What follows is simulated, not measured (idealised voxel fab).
Title: Process Module voxel local oxidation
Cross-section cut spans 255 nm and uses square cells 5 nm in size.
Format of a cross-section: grid, square cells. Given as bands. Order: top down. Band: one or more rows of cells. Top, bottom (nm), then materials left to right with widths (nm); lone material tagged "all across" fills the whole band edge to edge; "empty" = empty space. Convention: height 0 is the level below which the wafer, as received, is all one material. The lowest band does not terminate at the bottom but continues downward, represented as "0 and below". Note: "30..40" means the width goes from the first number (top row of the band) to the second number (bottom row) in equal steps per row of cells. Where a step carries "left unchanged", the cross-section came out of it unchanged, cell for cell. "Unvented voids" contains a list of empty spaces, each no smaller than 8 cells and without an open way to the top, written in the form width x height at distance with the distance from the left edge and all three in nm. That trailing text on a step's line, after the settings, is the simulator's own remark on the step. "overlay nm" on a masked step: distance the mask lay right of its planned place, negative for left.
[Planned step list for the process]
| 1 | RECEIVE,material Si |
| 2 | CONFORMAL_DEP,material SiO2,thk nm 5 |
| 3 | CONFORMAL_DEP,material SiN,thk nm 15 |
| 4 | PATTERN,tone cover,mask id ACTIVE,material resist,width nm 105,thk nm 15,overlay nm 0 |
| 5 | DIRECTIONAL_ETCH,etch materials SiN,depth nm 15 |
| 6 | STRIP,etch materials resist |
| 7 | SELECTIVE_ETCH,etch materials SiO2,depth nm 5 |
| 8 | OXIDIZE,depth nm 10 |
| 9 | STRIP,etch materials SiN |
[First of two wafers, with the run carried out as planned]
[Received-state cross-section, reflecting completion of step 1]
- 0 and below = Si all across
- Unvented voids: none
[Once step 2 is through, the wafer looks like this in cross-section]
- 5 down to 0 = SiO2 all across
- Beneath the level 0, the cross-section is identical to its previous state.
[Once step 3 is through, the wafer looks like this in cross-section]
- 20 down to 5 = SiN all across
- Beneath the level 5, the cross-section is identical to its previous state.
[Once step 4 is through, the wafer looks like this in cross-section]
- 35 down to 20 = empty: 75 | resist: 105 | empty: 75
- Beneath the level 20, the cross-section is identical to its previous state.
[Once step 5 is through, the wafer looks like this in cross-section]
- 35 down to 20 = empty: 75 | resist: 105 | empty: 75
- 20 down to 5 = empty: 75 | SiN: 105 | empty: 75
- Beneath the level 5, the cross-section is identical to its previous state.
[Once step 6 is through, the wafer looks like this in cross-section]
- 20 down to 5 = empty: 75 | SiN: 105 | empty: 75
- Beneath the level 5, the cross-section is identical to its previous state.
[Once step 7 is through, the wafer looks like this in cross-section]
- 20 down to 5 = empty: 75 | SiN: 105 | empty: 75
- 5 down to 0 = empty: 80 | SiO2: 95 | empty: 80
- Beneath the level 0, the cross-section is identical to its previous state.
[Once step 8 is through, the wafer looks like this in cross-section]
- 20 down to 5 = empty: 75 | SiN: 105 | empty: 75
- 5 down to 0 = empty: 80 | SiO2: 95 | empty: 80
- 0 down to -10 = SiO2: 90 | Si: 75 | SiO2: 90
- Beneath the level -10, the cross-section is identical to its previous state.
[Once step 9 is through, the wafer looks like this in cross-section]
- 5 down to 0 = empty: 80 | SiO2: 95 | empty: 80
- Beneath the level 0, the cross-section is identical to its previous state.
[The second wafer began exactly as the first did and followed the same plan, but one mistake was made while running it; through step 1 inclusive, the two wafers are identical]
Second wafer, section view, time point: scheduled end of step 2: left unchanged
[Second wafer, section view, time point: scheduled end of step 3]
- 15 down to 0 = SiN all across
- Beneath the level 0, the cross-section is identical to its previous state.
[Second wafer, section view, time point: scheduled end of step 4]
- 30 down to 15 = empty: 75 | resist: 105 | empty: 75
- Beneath the level 15, the cross-section is identical to its previous state.
[Second wafer, section view, time point: scheduled end of step 5]
- 30 down to 15 = empty: 75 | resist: 105 | empty: 75
- 15 down to 0 = empty: 75 | SiN: 105 | empty: 75
- Beneath the level 0, the cross-section is identical to its previous state.
[Second wafer, section view, time point: scheduled end of step 6]
- 15 down to 0 = empty: 75 | SiN: 105 | empty: 75
- Beneath the level 0, the cross-section is identical to its previous state.
Second wafer, section view, time point: scheduled end of step 7: left unchanged
[Second wafer, section view, time point: scheduled end of step 8]
- 15 down to 0 = empty: 75 | SiN: 105 | empty: 75
- 0 down to -10 = SiO2: 85 | Si: 85 | SiO2: 85
- Beneath the level -10, the cross-section is identical to its previous state.
[Second wafer, section view, time point: scheduled end of step 9]
- 0 down to -10 = SiO2: 85 | Si: 85 | SiO2: 85
- Beneath the level -10, the cross-section is identical to its previous state.
Short version of what went wrong: step 2 of the plan was jumped over and never run
Final wafer comparison in cells, second versus first, more or fewer per material: Si: 4 more, SiO2: 23 fewer
